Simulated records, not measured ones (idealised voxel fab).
Process module under the name voxel plated lines
It is cross-section cut that appears here, measuring 300 nm in width, its square cells being 5 nm in size.
Think of the cross-section as a grid of square cells. We describe it in bands, top to bottom, and each band covers one or more rows of those cells.
Read a band's entry like this: the first values are the height of its top and the height of its bottom in nm, and what follows is the sequence of materials from left to right, each with its width in nm. Note that "blank" is empty space, and that a single material marked "edge to edge" reaches across the band from edge to edge.
The level at which height equals 0 is the one under which the wafer, as it arrives, is entirely one material. No lower edge exists for the bottom band, which continues downward and is notated as in "top 0, no bottom".
Width spec "30..40" -> top row of cells at first value, bottom row at second value, equal per-row change in between.
"no alteration" -> step changed no cross-section cell.
"Closed void entries": empty spaces of 8 cells or more with no open way to the top, each given as width x height at distance, distance from the left edge, all in nm.
Note: text after step settings on the step line = simulator remark on that step.
overlay nm: for a step with a mask, the amount by which the mask lay right of where it was planned; a negative amount means left of it.
So here's the lineup of process steps we planned:
1: RECEIVE | material Si
2: CONFORMAL_DEP | material Al2O3 | thk nm 5
3: DIRECTIONAL_DEP | material TiN | thk nm 5
4: PATTERN | tone open | mask id LINES | material resist | width nm 20 | pitch nm 35 | thk nm 25 | overlay nm 0
5: EPI | material Ru | thk nm 10
6: EPI | material Ru | thk nm 10
7: STRIP | etch materials resist
8: DIRECTIONAL_ETCH | etch materials TiN | depth nm 5
9: CONFORMAL_DEP | material SiN | thk nm 5
Incoming wafer, cross-sectional view, post step 1:
	top 0, no bottom  Si edge to edge
	Closed void entries: none
The cross-section shown corresponds to the wafer at the conclusion of the module. The initial structure and the process plan are those presented above; however, one mistake occurred in executing the plan:
	top 35, bottom 30  SiN (90) | blank (10) | SiN (25) | blank (10) | SiN (25) | blank (10) | SiN (25) | blank (10) | SiN (95)
	top 30, bottom 10  Ru (85) | SiN (5) | blank (10) | SiN (5) | Ru (15) | SiN (5) | blank (10) | SiN (5) | Ru (15) | SiN (5) | blank (10) | SiN (5) | Ru (15) | SiN (5) | blank (10) | SiN (5) | Ru (90)
	top 10, bottom 5  TiN (85) | SiN (20) | TiN (15) | SiN (20) | TiN (15) | SiN (20) | TiN (15) | SiN (20) | TiN (90)
	top 5, bottom 0  Al2O3 edge to edge
	top 0, no bottom  Si edge to edge
	Closed void entries: none
It is concluded that the wafer was processed incorrectly with respect to the plan, in that off-plan run, step 4, actual operation and settings PATTERN | tone cover | mask id LINES | material resist | width nm 20 | pitch nm 35 | thk nm 25 | overlay nm 0
